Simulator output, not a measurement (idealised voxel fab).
Module name: voxel transistor to metal (process module)
Cross-section cut spans 165 nm and uses square cells 5 nm in size.
Throughout this document, each cross-section is represented as a grid of square cells and is presented as a sequence of bands enumerated from the top downward, where a band comprises one or more rows of cells.
Each band's line starts with the height of the band's top and of its bottom, in nm. Then come its materials from left to right, each with its width in nm. One material with "throughout" fills the band from edge to edge. "air" is empty space.
The reference from which all heights are counted is 0, the level beneath which the as-received wafer is entirely one material; the lowest band, having no lower bound, proceeds downward and is written after the example "top 0, no bottom".
Note: "30->40" means the width goes from the first number (top row of the band) to the second number (bottom row) in equal steps per row of cells.
Any step labelled "remained the same" changed none of the cells in the cross-section.
Empty spaces without an open route to the top, at least 8 cells in extent, make up the entry "Catalogued sealed voids"; each is given as width x height at distance, where the distance is measured from the left edge, and all are in nm.
That trailing text on a step's line, after the settings, is the simulator's own remark on the step.
"overlay nm" answers the question of how far to the right of plan the mask lay on a step that has a mask, and when it is negative the answer is to the left.
Before/after cross-section pairs, one process step each; after shown to lowest changed band; step and settings beneath. Pairs may be from different runs of this module on the same starting wafer; a pair continues from the one above only where its "Snapshot before" entry says so.

Snapshot before:
> top 55, bottom 50 = SiO2 throughout
> top 50, bottom 45 = SiO2=30 / SiN=25 / SiO2=55 / SiN=25 / SiO2=30
> top 45, bottom 30 = SiO2=30 / SiN=5 / Ru=15 / SiN=5 / SiO2=55 / SiN=5 / Ru=15 / SiN=5 / SiO2=30
> top 30, bottom 25 = SiN=35 / TiN=15 / SiN=65 / TiN=15 / SiN=35
> top 25, bottom 10 = SiO2=35 / TiN=5 / Ru=5 / TiN=5 / SiO2=65 / TiN=5 / Ru=5 / TiN=5 / SiO2=35
> top 10, bottom 0 = SiO2=35 / TiN=5 / Ru=5 / TiN=5 / SiO2=10 / SiN=5 / HfO2=5 / TiN=5 / W=15 / TiN=5 / HfO2=5 / SiN=5 / SiO2=10 / TiN=5 / Ru=5 / TiN=5 / SiO2=35
> top 0, bottom -5 = SiO2=25 / SiN=5 / SiO2=5 / TiN=15 / SiGe=10 / SiN=5 / HfO2=5 / TiN=25 / HfO2=5 / SiN=5 / SiGe=10 / TiN=15 / SiO2=5 / SiN=5 / SiO2=25
> top -5, bottom -10 = SiO2=50 / SiGe=10 / SiO2=5 / HfO2=35 / SiO2=5 / SiGe=10 / SiO2=50
> top -10, bottom -15 = SiO2=50 / SiGe=10 / Si=45 / SiGe=10 / SiO2=50
> top -15, bottom -25 = SiO2=30 / SiGe=30 / Si=45 / SiGe=30 / SiO2=30
> top -25, bottom -30 = SiO2=30 / Si=105 / SiO2=30
> top -30, no bottom = Si throughout
> Catalogued sealed voids: none

Resultant Cross-Section:
> top 45, bottom 30 = SiO2=30 / SiN=5 / Ru=15 / SiN=5 / SiO2=55 / SiN=5 / Ru=15 / SiN=5 / SiO2=30
> Below 30, no change.
> Catalogued sealed voids: none
Process step (between the before and after cross-sections above): CMP [height nm 45]

Snapshot before: this step begins from the cross-section that the pair just above shows after its step.

Resultant Cross-Section:
> top 50, bottom 45 = SiCN throughout
> Below 45, no change.
> Catalogued sealed voids: none
Process step (between the before and after cross-sections above): CONFORMAL_DEP [material SiCN] [thk nm 5]

Snapshot before: this step begins from the cross-section that the pair just above shows after its step.

Resultant Cross-Section:
> top 85, bottom 50 = SiO2 throughout
> Below 50, no change.
> Catalogued sealed voids: none
Process step (between the before and after cross-sections above): DIRECTIONAL_DEP [material SiO2] [thk nm 35]

Snapshot before: this step begins from the cross-section that the pair just above shows after its step.

Resultant Cross-Section:
> top 105, bottom 85 = resist=35 / air=15 / resist=65 / air=15 / resist=35
> Below 85, no change.
> Catalogued sealed voids: none
Process step (between the before and after cross-sections above): PATTERN [tone open] [mask id METAL_2] [material resist] [width nm 15] [pitch nm 80] [thk nm 20] [overlay nm 0]

Snapshot before: this step begins from the cross-section that the pair just above shows after its step.

Resultant Cross-Section:
> top 105, bottom 85 = resist=35 / air=15 / resist=65 / air=15 / resist=35
> top 85, bottom 65 = SiO2=35 / air=15 / SiO2=65 / air=15 / SiO2=35
> Below 65, no change.
> Catalogued sealed voids: none
Process step (between the before and after cross-sections above): DIRECTIONAL_ETCH [etch materials SiO2] [depth nm 20]

Snapshot before: this step begins from the cross-section that the pair just above shows after its step.

Resultant Cross-Section:
> top 85, bottom 65 = SiO2=35 / air=15 / SiO2=65 / air=15 / SiO2=35
> Below 65, no change.
> Catalogued sealed voids: none
Process step (between the before and after cross-sections above): STRIP [etch materials resist]

Snapshot before: this step begins from the cross-section that the pair just above shows after its step.

Resultant Cross-Section:
> top 100, bottom 85 = resist=35 / air=15 / resist=65 / air=15 / resist=35
> Below 85, no change.
> Catalogued sealed voids: none
Process step (between the before and after cross-sections above): PATTERN [tone open] [mask id METAL_2_HOLES] [material resist] [width nm 15] [pitch nm 80] [thk nm 15] [overlay nm 0]

Snapshot before: this step begins from the cross-section that the pair just above shows after its step.

Resultant Cross-Section:
> top 100, bottom 85 = resist=35 / air=15 / resist=65 / air=15 / resist=35
> top 85, bottom 50 = SiO2=35 / air=15 / SiO2=65 / air=15 / SiO2=35
> Below 50, no change.
> Catalogued sealed voids: none
Process step (between the before and after cross-sections above): DIRECTIONAL_ETCH [etch materials SiO2] [depth nm 15]

Snapshot before: this step begins from the cross-section that the pair just above shows after its step.

Resultant Cross-Section:
> top 100, bottom 85 = resist=35 / air=15 / resist=65 / air=15 / resist=35
> top 85, bottom 50 = SiO2=35 / air=15 / SiO2=65 / air=15 / SiO2=35
> top 50, bottom 45 = SiCN=35 / air=15 / SiCN=65 / air=15 / SiCN=35
> Below 45, no change.
> Catalogued sealed voids: none
Process step (between the before and after cross-sections above): DIRECTIONAL_ETCH [etch materials SiCN] [depth nm 5]

Snapshot before: this step begins from the cross-section that the pair just above shows after its step.

Resultant Cross-Section:
> top 85, bottom 50 = SiO2=35 / air=15 / SiO2=65 / air=15 / SiO2=35
> Below 50, no change.
> Catalogued sealed voids: none
Process step (between the before and after cross-sections above): STRIP [etch materials resist]

Snapshot before: this step begins from the cross-section that the pair just above shows after its step.

Resultant Cross-Section:
> top 90, bottom 85 = TiN=40 / air=5 / TiN=75 / air=5 / TiN=40
> top 85, bottom 50 = SiO2=35 / TiN=5 / air=5 / TiN=5 / SiO2=65 / TiN=5 / air=5 / TiN=5 / SiO2=35
> top 50, bottom 45 = SiCN=35 / TiN=15 / SiCN=65 / TiN=15 / SiCN=35
> Below 45, no change.
> Catalogued sealed voids: none
Process step (between the before and after cross-sections above): CONFORMAL_DEP [material TiN] [thk nm 5]

Snapshot before: this step begins from the cross-section that the pair just above shows after its step.

Resultant Cross-Section:
> top 95, bottom 90 = Cu throughout
> top 90, bottom 85 = TiN=40 / Cu=5 / TiN=75 / Cu=5 / TiN=40
> top 85, bottom 50 = SiO2=35 / TiN=5 / Cu=5 / TiN=5 / SiO2=65 / TiN=5 / Cu=5 / TiN=5 / SiO2=35
> Below 50, no change.
> Catalogued sealed voids: none
Process step (between the before and after cross-sections above): FILL_DEP [material Cu] [thk nm 5]

Snapshot before: this step begins from the cross-section that the pair just above shows after its step.

Resultant Cross-Section:
> top 85, bottom 50 = SiO2=35 / TiN=5 / Cu=5 / TiN=5 / SiO2=65 / TiN=5 / Cu=5 / TiN=5 / SiO2=35
> Below 50, no change.
> Catalogued sealed voids: none
Process step (between the before and after cross-sections above): CMP [height nm 85]

Snapshot before: this step begins from the cross-section that the pair just above shows after its step.

Resultant Cross-Section:
> top 90, bottom 85 = SiCN throughout
> Below 85, no change.
> Catalogued sealed voids: none
Process step (between the before and after cross-sections above): CONFORMAL_DEP [material SiCN] [thk nm 5]

Snapshot before:
> top 45, bottom 30 = air=35 / Ru=15 / air=65 / Ru=15 / air=35
> top 30, bottom 25 = TiN throughout
> top 25, bottom 10 = SiO2=35 / TiN=5 / Ru=5 / TiN=5 / SiO2=65 / TiN=5 / Ru=5 / TiN=5 / SiO2=35
> top 10, bottom 0 = SiO2=35 / TiN=5 / Ru=5 / TiN=5 / SiO2=10 / SiN=5 / HfO2=5 / TiN=5 / W=15 / TiN=5 / HfO2=5 / SiN=5 / SiO2=10 / TiN=5 / Ru=5 / TiN=5 / SiO2=35
> top 0, bottom -5 = SiO2=25 / SiN=5 / SiO2=5 / TiN=15 / SiGe=10 / SiN=5 / HfO2=5 / TiN=25 / HfO2=5 / SiN=5 / SiGe=10 / TiN=15 / SiO2=5 / SiN=5 / SiO2=25
> top -5, bottom -10 = SiO2=30 / SiGe=30 / SiO2=5 / HfO2=35 / SiO2=5 / SiGe=30 / SiO2=30
> top -10, bottom -15 = SiO2=30 / SiGe=30 / Si=45 / SiGe=30 / SiO2=30
> top -15, bottom -30 = SiO2=30 / Si=105 / SiO2=30
> top -30, no bottom = Si throughout
> Catalogued sealed voids: none

Resultant Cross-Section:
> top 45, bottom 30 = air=35 / Ru=15 / air=65 / Ru=15 / air=35
> top 30, bottom 25 = air=30 / TiN=25 / air=55 / TiN=25 / air=30
> Below 25, no change.
> Catalogued sealed voids: none
Process step (between the before and after cross-sections above): MASKED_ETCH [tone cover] [mask id METAL_1] [width nm 25] [pitch nm 80] [etch materials TiN] [depth nm 5] [overlay nm 0]

Snapshot before: this step begins from the cross-section that the pair just above shows after its step.

Resultant Cross-Section:
> top 50, bottom 45 = air=30 / SiN=25 / air=55 / SiN=25 / air=30
> top 45, bottom 35 = air=30 / SiN=5 / Ru=15 / SiN=5 / air=55 / SiN=5 / Ru=15 / SiN=5 / air=30
> top 35, bottom 30 = air=25 / SiN=10 / Ru=15 / SiN=10 / air=45 / SiN=10 / Ru=15 / SiN=10 / air=25
> top 30, bottom 25 = SiN=30 / TiN=25 / SiN=55 / TiN=25 / SiN=30
> Below 25, no change.
> Catalogued sealed voids: none
Process step (between the before and after cross-sections above): CONFORMAL_DEP [material SiN] [thk nm 5]

Snapshot before: this step begins from the cross-section that the pair just above shows after its step.

Resultant Cross-Section:
> top 55, bottom 50 = SiO2 throughout
> top 50, bottom 45 = SiO2=30 / SiN=25 / SiO2=55 / SiN=25 / SiO2=30
> top 45, bottom 35 = SiO2=30 / SiN=5 / Ru=15 / SiN=5 / SiO2=55 / SiN=5 / Ru=15 / SiN=5 / SiO2=30
> top 35, bottom 30 = SiO2=25 / SiN=10 / Ru=15 / SiN=10 / SiO2=45 / SiN=10 / Ru=15 / SiN=10 / SiO2=25
> Below 30, no change.
> Catalogued sealed voids: none
Process step (between the before and after cross-sections above): FILL_DEP [material SiO2] [thk nm 5]

Snapshot before: this step begins from the cross-section that the pair just above shows after its step.

Resultant Cross-Section:
> top 45, bottom 35 = SiO2=30 / SiN=5 / Ru=15 / SiN=5 / SiO2=55 / SiN=5 / Ru=15 / SiN=5 / SiO2=30
> Below 35, no change.
> Catalogued sealed voids: none
Process step (between the before and after cross-sections above): CMP [height nm 45]

Snapshot before: this step begins from the cross-section that the pair just above shows after its step.

Resultant Cross-Section:
> top 50, bottom 45 = SiCN throughout
> Below 45, no change.
> Catalogued sealed voids: none
Process step (between the before and after cross-sections above): CONFORMAL_DEP [material SiCN] [thk nm 5]

Snapshot before: this step begins from the cross-section that the pair just above shows after its step.

Resultant Cross-Section:
> top 85, bottom 50 = SiO2 throughout
> Below 50, no change.
> Catalogued sealed voids: none
Process step (between the before and after cross-sections above): DIRECTIONAL_DEP [material SiO2] [thk nm 35]

Snapshot before: this step begins from the cross-section that the pair just above shows after its step.

Resultant Cross-Section:
> top 105, bottom 85 = resist=35 / air=15 / resist=65 / air=15 / resist=35
> Below 85, no change.
> Catalogued sealed voids: none
Process step (between the before and after cross-sections above): PATTERN [tone open] [mask id METAL_2] [material resist] [width nm 15] [pitch nm 80] [thk nm 20] [overlay nm 0]

Snapshot before: this step begins from the cross-section that the pair just above shows after its step.

Resultant Cross-Section:
> top 105, bottom 85 = resist=35 / air=15 / resist=65 / air=15 / resist=35
> top 85, bottom 65 = SiO2=35 / air=15 / SiO2=65 / air=15 / SiO2=35
> Below 65, no change.
> Catalogued sealed voids: none
Process step (between the before and after cross-sections above): DIRECTIONAL_ETCH [etch materials SiO2] [depth nm 20]

Snapshot before: this step begins from the cross-section that the pair just above shows after its step.

Resultant Cross-Section:
> top 85, bottom 65 = SiO2=35 / air=15 / SiO2=65 / air=15 / SiO2=35
> Below 65, no change.
> Catalogued sealed voids: none
Process step (between the before and after cross-sections above): STRIP [etch materials resist]

Snapshot before: this step begins from the cross-section that the pair just above shows after its step.

Resultant Cross-Section:
> top 100, bottom 85 = resist=35 / air=15 / resist=65 / air=15 / resist=35
> Below 85, no change.
> Catalogued sealed voids: none
Process step (between the before and after cross-sections above): PATTERN [tone open] [mask id METAL_2_HOLES] [material resist] [width nm 15] [pitch nm 80] [thk nm 15] [overlay nm 0]

Snapshot before: this step begins from the cross-section that the pair just above shows after its step.

Resultant Cross-Section:
> top 100, bottom 85 = resist=35 / air=15 / resist=65 / air=15 / resist=35
> top 85, bottom 50 = SiO2=35 / air=15 / SiO2=65 / air=15 / SiO2=35
> Below 50, no change.
> Catalogued sealed voids: none
Process step (between the before and after cross-sections above): DIRECTIONAL_ETCH [etch materials SiO2] [depth nm 15]

Snapshot before: this step begins from the cross-section that the pair just above shows after its step.

Resultant Cross-Section:
> top 100, bottom 85 = resist=35 / air=15 / resist=65 / air=15 / resist=35
> top 85, bottom 50 = SiO2=35 / air=15 / SiO2=65 / air=15 / SiO2=35
> top 50, bottom 45 = SiCN=35 / air=15 / SiCN=65 / air=15 / SiCN=35
> Below 45, no change.
> Catalogued sealed voids: none
Process step (between the before and after cross-sections above): DIRECTIONAL_ETCH [etch materials SiCN] [depth nm 5]

Snapshot before: this step begins from the cross-section that the pair just above shows after its step.

Resultant Cross-Section:
> top 85, bottom 50 = SiO2=35 / air=15 / SiO2=65 / air=15 / SiO2=35
> Below 50, no change.
> Catalogued sealed voids: none
Process step (between the before and after cross-sections above): STRIP [etch materials resist]

Snapshot before: this step begins from the cross-section that the pair just above shows after its step.

Resultant Cross-Section:
> top 90, bottom 85 = TiN=40 / air=5 / TiN=75 / air=5 / TiN=40
> top 85, bottom 50 = SiO2=35 / TiN=5 / air=5 / TiN=5 / SiO2=65 / TiN=5 / air=5 / TiN=5 / SiO2=35
> top 50, bottom 45 = SiCN=35 / TiN=15 / SiCN=65 / TiN=15 / SiCN=35
> Below 45, no change.
> Catalogued sealed voids: none
Process step (between the before and after cross-sections above): CONFORMAL_DEP [material TiN] [thk nm 5]

Snapshot before: this step begins from the cross-section that the pair just above shows after its step.

Resultant Cross-Section:
> top 95, bottom 90 = Cu throughout
> top 90, bottom 85 = TiN=40 / Cu=5 / TiN=75 / Cu=5 / TiN=40
> top 85, bottom 50 = SiO2=35 / TiN=5 / Cu=5 / TiN=5 / SiO2=65 / TiN=5 / Cu=5 / TiN=5 / SiO2=35
> Below 50, no change.
> Catalogued sealed voids: none
Process step (between the before and after cross-sections above): FILL_DEP [material Cu] [thk nm 5]

Snapshot before: this step begins from the cross-section that the pair just above shows after its step.

Resultant Cross-Section:
> top 85, bottom 50 = SiO2=35 / TiN=5 / Cu=5 / TiN=5 / SiO2=65 / TiN=5 / Cu=5 / TiN=5 / SiO2=35
> Below 50, no change.
> Catalogued sealed voids: none
Process step (between the before and after cross-sections above): CMP [height nm 85]

Snapshot before: this step begins from the cross-section that the pair just above shows after its step.

Resultant Cross-Section:
> top 90, bottom 85 = SiCN throughout
> Below 85, no change.
> Catalogued sealed voids: none
Process step (between the before and after cross-sections above): CONFORMAL_DEP [material SiCN] [thk nm 5]

Snapshot before:
> top 25, bottom 10 = SiO2 throughout
> top 10, bottom 0 = SiO2=60 / SiN=5 / HfO2=5 / TiN=5 / W=15 / TiN=5 / HfO2=5 / SiN=5 / SiO2=60
> top 0, bottom -5 = SiO2=25 / SiN=5 / SiO2=20 / SiGe=10 / SiN=5 / HfO2=5 / TiN=25 / HfO2=5 / SiN=5 / SiGe=10 / SiO2=20 / SiN=5 / SiO2=25
> top -5, bottom -10 = SiO2=30 / SiGe=30 / SiO2=5 / HfO2=35 / SiO2=5 / SiGe=30 / SiO2=30
> top -10, bottom -15 = SiO2=30 / SiGe=30 / Si=45 / SiGe=30 / SiO2=30
> top -15, bottom -30 = SiO2=30 / Si=105 / SiO2=30
> top -30, no bottom = Si throughout
> Catalogued sealed voids: none

Resultant Cross-Section:
> top 40, bottom 25 = resist=45 / air=15 / resist=65 / air=15 / resist=25
> Below 25, no change.
> Catalogued sealed voids: none
Process step (between the before and after cross-sections above): PATTERN [tone open] [mask id CONTACT] [material resist] [width nm 15] [pitch nm 80] [thk nm 15] [overlay nm 10]

Snapshot before: this step begins from the cross-section that the pair just above shows after its step.

Resultant Cross-Section:
> top 40, bottom 25 = resist=45 / air=15 / resist=65 / air=15 / resist=25
> top 25, bottom 10 = SiO2=45 / air=15 / SiO2=65 / air=15 / SiO2=25
> top 10, bottom 0 = SiO2=45 / air=15 / SiN=5 / HfO2=5 / TiN=5 / W=15 / TiN=5 / HfO2=5 / SiN=5 / SiO2=20 / air=15 / SiO2=25
> top 0, bottom -5 = SiO2=25 / SiN=5 / SiO2=15 / air=5 / SiGe=10 / SiN=5 / HfO2=5 / TiN=25 / HfO2=5 / SiN=5 / SiGe=10 / SiO2=10 / air=10 / SiN=5 / SiO2=25
> Below -5, no change.
> Catalogued sealed voids: none
Process step (between the before and after cross-sections above): DIRECTIONAL_ETCH [etch materials SiO2] [depth nm 30]

Snapshot before: this step begins from the cross-section that the pair just above shows after its step.

Resultant Cross-Section:
> top 25, bottom 10 = SiO2=45 / air=15 / SiO2=65 / air=15 / SiO2=25
> Below 10, no change.
> Catalogued sealed voids: none
Process step (between the before and after cross-sections above): STRIP [etch materials resist]

Snapshot before: this step begins from the cross-section that the pair just above shows after its step.

Resultant Cross-Section:
> top 30, bottom 25 = TiN=50 / air=5 / TiN=75 / air=5 / TiN=30
> top 25, bottom 10 = SiO2=45 / TiN=5 / air=5 / TiN=5 / SiO2=65 / TiN=5 / air=5 / TiN=5 / SiO2=25
> top 10, bottom 5 = SiO2=45 / TiN=5 / air=5 / TiN=5 / SiN=5 / HfO2=5 / TiN=5 / W=15 / TiN=5 / HfO2=5 / SiN=5 / SiO2=20 / TiN=5 / air=5 / TiN=5 / SiO2=25
> top 5, bottom 0 = SiO2=45 / TiN=15 / SiN=5 / HfO2=5 / TiN=5 / W=15 / TiN=5 / HfO2=5 / SiN=5 / SiO2=20 / TiN=15 / SiO2=25
> top 0, bottom -5 = SiO2=25 / SiN=5 / SiO2=15 / TiN=5 / SiGe=10 / SiN=5 / HfO2=5 / TiN=25 / HfO2=5 / SiN=5 / SiGe=10 / SiO2=10 / TiN=10 / SiN=5 / SiO2=25
> Below -5, no change.
> Catalogued sealed voids: none
Process step (between the before and after cross-sections above): CONFORMAL_DEP [material TiN] [thk nm 5]

Snapshot before: this step begins from the cross-section that the pair just above shows after its step.

Resultant Cross-Section:
> top 35, bottom 30 = Ru throughout
> top 30, bottom 25 = TiN=50 / Ru=5 / TiN=75 / Ru=5 / TiN=30
> top 25, bottom 10 = SiO2=45 / TiN=5 / Ru=5 / TiN=5 / SiO2=65 / TiN=5 / Ru=5 / TiN=5 / SiO2=25
> top 10, bottom 5 = SiO2=45 / TiN=5 / Ru=5 / TiN=5 / SiN=5 / HfO2=5 / TiN=5 / W=15 / TiN=5 / HfO2=5 / SiN=5 / SiO2=20 / TiN=5 / Ru=5 / TiN=5 / SiO2=25
> Below 5, no change.
> Catalogued sealed voids: none
Process step (between the before and after cross-sections above): FILL_DEP [material Ru] [thk nm 5]

Snapshot before: this step begins from the cross-section that the pair just above shows after its step.

Resultant Cross-Section:
> top 25, bottom 10 = SiO2=45 / TiN=5 / Ru=5 / TiN=5 / SiO2=65 / TiN=5 / Ru=5 / TiN=5 / SiO2=25
> Below 10, no change.
> Catalogued sealed voids: none
Process step (between the before and after cross-sections above): CMP [height nm 25]

Snapshot before: this step begins from the cross-section that the pair just above shows after its step.

Resultant Cross-Section:
> top 30, bottom 25 = TiN throughout
> Below 25, no change.
> Catalogued sealed voids: none
Process step (between the before and after cross-sections above): DIRECTIONAL_DEP [material TiN] [thk nm 5]

Snapshot before: this step begins from the cross-section that the pair just above shows after its step.

Resultant Cross-Section:
> top 45, bottom 30 = Ru throughout
> Below 30, no change.
> Catalogued sealed voids: none
Process step (between the before and after cross-sections above): DIRECTIONAL_DEP [material Ru] [thk nm 15]

Snapshot before: this step begins from the cross-section that the pair just above shows after its step.

Resultant Cross-Section:
> top 45, bottom 30 = air=35 / Ru=15 / air=65 / Ru=15 / air=35
> Below 30, no change.
> Catalogued sealed voids: none
Process step (between the before and after cross-sections above): MASKED_ETCH [tone cover] [mask id METAL_1] [width nm 15] [pitch nm 80] [etch materials Ru] [depth nm 15] [overlay nm 0]

Snapshot before: this step begins from the cross-section that the pair just above shows after its step.

Resultant Cross-Section:
> top 45, bottom 30 = air=35 / Ru=15 / air=65 / Ru=15 / air=35
> top 30, bottom 25 = air=35 / TiN=15 / air=65 / TiN=15 / air=35
> Below 25, no change.
> Catalogued sealed voids: none
Process step (between the before and after cross-sections above): MASKED_ETCH [tone cover] [mask id METAL_1] [width nm 15] [pitch nm 80] [etch materials TiN] [depth nm 5] [overlay nm 0]

Snapshot before: this step begins from the cross-section that the pair just above shows after its step.

Resultant Cross-Section:
> top 50, bottom 45 = air=30 / SiN=25 / air=55 / SiN=25 / air=30
> top 45, bottom 30 = air=30 / SiN=5 / Ru=15 / SiN=5 / air=55 / SiN=5 / Ru=15 / SiN=5 / air=30
> top 30, bottom 25 = SiN=35 / TiN=15 / SiN=65 / TiN=15 / SiN=35
> Below 25, no change.
> Catalogued sealed voids: none
Process step (between the before and after cross-sections above): CONFORMAL_DEP [material SiN] [thk nm 5]

Snapshot before: this step begins from the cross-section that the pair just above shows after its step.

Resultant Cross-Section:
> top 55, bottom 50 = SiO2 throughout
> top 50, bottom 45 = SiO2=30 / SiN=25 / SiO2=55 / SiN=25 / SiO2=30
> top 45, bottom 30 = SiO2=30 / SiN=5 / Ru=15 / SiN=5 / SiO2=55 / SiN=5 / Ru=15 / SiN=5 / SiO2=30
> Below 30, no change.
> Catalogued sealed voids: none
Process step (between the before and after cross-sections above): FILL_DEP [material SiO2] [thk nm 5]

Snapshot before: this step begins from the cross-section that the pair just above shows after its step.

Resultant Cross-Section:
> top 45, bottom 30 = SiO2=30 / SiN=5 / Ru=15 / SiN=5 / SiO2=55 / SiN=5 / Ru=15 / SiN=5 / SiO2=30
> Below 30, no change.
> Catalogued sealed voids: none
Process step (between the before and after cross-sections above): CMP [height nm 45]

Snapshot before: this step begins from the cross-section that the pair just above shows after its step.

Resultant Cross-Section:
> top 50, bottom 45 = SiCN throughout
> Below 45, no change.
> Catalogued sealed voids: none
Process step (between the before and after cross-sections above): CONFORMAL_DEP [material SiCN] [thk nm 5]

Snapshot before: this step begins from the cross-section that the pair just above shows after its step.

Resultant Cross-Section:
> top 85, bottom 50 = SiO2 throughout
> Below 50, no change.
> Catalogued sealed voids: none
Process step (between the before and after cross-sections above): DIRECTIONAL_DEP [material SiO2] [thk nm 35]

Snapshot before: this step begins from the cross-section that the pair just above shows after its step.

Resultant Cross-Section:
> top 105, bottom 85 = resist=35 / air=15 / resist=65 / air=15 / resist=35
> Below 85, no change.
> Catalogued sealed voids: none
Process step (between the before and after cross-sections above): PATTERN [tone open] [mask id METAL_2] [material resist] [width nm 15] [pitch nm 80] [thk nm 20] [overlay nm 0]

Snapshot before: this step begins from the cross-section that the pair just above shows after its step.

Resultant Cross-Section:
> top 105, bottom 85 = resist=35 / air=15 / resist=65 / air=15 / resist=35
> top 85, bottom 65 = SiO2=35 / air=15 / SiO2=65 / air=15 / SiO2=35
> Below 65, no change.
> Catalogued sealed voids: none
Process step (between the before and after cross-sections above): DIRECTIONAL_ETCH [etch materials SiO2] [depth nm 20]

Snapshot before: this step begins from the cross-section that the pair just above shows after its step.

Resultant Cross-Section:
> top 85, bottom 65 = SiO2=35 / air=15 / SiO2=65 / air=15 / SiO2=35
> Below 65, no change.
> Catalogued sealed voids: none
Process step (between the before and after cross-sections above): STRIP [etch materials resist]

Snapshot before: this step begins from the cross-section that the pair just above shows after its step.

Resultant Cross-Section:
> top 100, bottom 85 = resist=35 / air=15 / resist=65 / air=15 / resist=35
> Below 85, no change.
> Catalogued sealed voids: none
Process step (between the before and after cross-sections above): PATTERN [tone open] [mask id METAL_2_HOLES] [material resist] [width nm 15] [pitch nm 80] [thk nm 15] [overlay nm 0]

Snapshot before: this step begins from the cross-section that the pair just above shows after its step.

Resultant Cross-Section:
> top 100, bottom 85 = resist=35 / air=15 / resist=65 / air=15 / resist=35
> top 85, bottom 50 = SiO2=35 / air=15 / SiO2=65 / air=15 / SiO2=35
> Below 50, no change.
> Catalogued sealed voids: none
Process step (between the before and after cross-sections above): DIRECTIONAL_ETCH [etch materials SiO2] [depth nm 15]

Snapshot before: this step begins from the cross-section that the pair just above shows after its step.

Resultant Cross-Section:
> top 100, bottom 85 = resist=35 / air=15 / resist=65 / air=15 / resist=35
> top 85, bottom 50 = SiO2=35 / air=15 / SiO2=65 / air=15 / SiO2=35
> top 50, bottom 45 = SiCN=35 / air=15 / SiCN=65 / air=15 / SiCN=35
> Below 45, no change.
> Catalogued sealed voids: none
Process step (between the before and after cross-sections above): DIRECTIONAL_ETCH [etch materials SiCN] [depth nm 5]

Snapshot before: this step begins from the cross-section that the pair just above shows after its step.

Resultant Cross-Section:
> top 85, bottom 50 = SiO2=35 / air=15 / SiO2=65 / air=15 / SiO2=35
> Below 50, no change.
> Catalogued sealed voids: none
Process step (between the before and after cross-sections above): STRIP [etch materials resist]

Snapshot before: this step begins from the cross-section that the pair just above shows after its step.

Resultant Cross-Section:
> top 90, bottom 85 = TiN=40 / air=5 / TiN=75 / air=5 / TiN=40
> top 85, bottom 50 = SiO2=35 / TiN=5 / air=5 / TiN=5 / SiO2=65 / TiN=5 / air=5 / TiN=5 / SiO2=35
> top 50, bottom 45 = SiCN=35 / TiN=15 / SiCN=65 / TiN=15 / SiCN=35
> Below 45, no change.
> Catalogued sealed voids: none
Process step (between the before and after cross-sections above): CONFORMAL_DEP [material TiN] [thk nm 5]

Snapshot before: this step begins from the cross-section that the pair just above shows after its step.

Resultant Cross-Section:
> top 95, bottom 90 = Cu throughout
> top 90, bottom 85 = TiN=40 / Cu=5 / TiN=75 / Cu=5 / TiN=40
> top 85, bottom 50 = SiO2=35 / TiN=5 / Cu=5 / TiN=5 / SiO2=65 / TiN=5 / Cu=5 / TiN=5 / SiO2=35
> Below 50, no change.
> Catalogued sealed voids: none
Process step (between the before and after cross-sections above): FILL_DEP [material Cu] [thk nm 5]

Snapshot before: this step begins from the cross-section that the pair just above shows after its step.

Resultant Cross-Section:
> top 85, bottom 50 = SiO2=35 / TiN=5 / Cu=5 / TiN=5 / SiO2=65 / TiN=5 / Cu=5 / TiN=5 / SiO2=35
> Below 50, no change.
> Catalogued sealed voids: none
Process step (between the before and after cross-sections above): CMP [height nm 85]

Snapshot before: this step begins from the cross-section that the pair just above shows after its step.

Resultant Cross-Section:
> top 90, bottom 85 = SiCN throughout
> Below 85, no change.
> Catalogued sealed voids: none
Process step (between the before and after cross-sections above): CONFORMAL_DEP [material SiCN] [thk nm 5]

Snapshot before:
> top 85, bottom 50 = SiO2=35 / air=15 / SiO2=65 / air=15 / SiO2=35
> top 50, bottom 45 = SiCN=35 / air=15 / SiCN=65 / air=15 / SiCN=35
> top 45, bottom 30 = SiO2=30 / SiN=5 / Ru=15 / SiN=5 / SiO2=55 / SiN=5 / Ru=15 / SiN=5 / SiO2=30
> top 30, bottom 25 = SiN=35 / TiN=15 / SiN=65 / TiN=15 / SiN=35
> top 25, bottom 10 = SiO2=35 / TiN=5 / Ru=5 / TiN=5 / SiO2=65 / TiN=5 / Ru=5 / TiN=5 / SiO2=35
> top 10, bottom 0 = SiO2=35 / TiN=5 / Ru=5 / TiN=5 / SiO2=10 / SiN=5 / HfO2=5 / TiN=5 / W=15 / TiN=5 / HfO2=5 / SiN=5 / SiO2=10 / TiN=5 / Ru=5 / TiN=5 / SiO2=35
> top 0, bottom -5 = SiO2=25 / SiN=5 / SiO2=5 / TiN=15 / SiGe=10 / SiN=5 / HfO2=5 / TiN=25 / HfO2=5 / SiN=5 / SiGe=10 / TiN=15 / SiO2=5 / SiN=5 / SiO2=25
> top -5, bottom -10 = SiO2=30 / SiGe=30 / SiO2=5 / HfO2=35 / SiO2=5 / SiGe=30 / SiO2=30
> top -10, bottom -15 = SiO2=30 / SiGe=30 / Si=45 / SiGe=30 / SiO2=30
> top -15, bottom -30 = SiO2=30 / Si=105 / SiO2=30
> top -30, no bottom = Si throughout
> Catalogued sealed voids: none

Resultant Cross-Section:
> top 90, bottom 85 = Ru=40 / air=5 / Ru=75 / air=5 / Ru=40
> top 85, bottom 50 = SiO2=35 / Ru=5 / air=5 / Ru=5 / SiO2=65 / Ru=5 / air=5 / Ru=5 / SiO2=35
> top 50, bottom 45 = SiCN=35 / Ru=15 / SiCN=65 / Ru=15 / SiCN=35
> Below 45, no change.
> Catalogued sealed voids: none
Process step (between the before and after cross-sections above): CONFORMAL_DEP [material Ru] [thk nm 5]

Snapshot before: this step begins from the cross-section that the pair just above shows after its step.

Resultant Cross-Section:
> top 95, bottom 90 = Cu throughout
> top 90, bottom 85 = Ru=40 / Cu=5 / Ru=75 / Cu=5 / Ru=40
> top 85, bottom 50 = SiO2=35 / Ru=5 / Cu=5 / Ru=5 / SiO2=65 / Ru=5 / Cu=5 / Ru=5 / SiO2=35
> Below 50, no change.
> Catalogued sealed voids: none
Process step (between the before and after cross-sections above): FILL_DEP [material Cu] [thk nm 5]

Snapshot before: this step begins from the cross-section that the pair just above shows after its step.

Resultant Cross-Section:
> top 85, bottom 50 = SiO2=35 / Ru=5 / Cu=5 / Ru=5 / SiO2=65 / Ru=5 / Cu=5 / Ru=5 / SiO2=35
> Below 50, no change.
> Catalogued sealed voids: none
Process step (between the before and after cross-sections above): CMP [height nm 85]
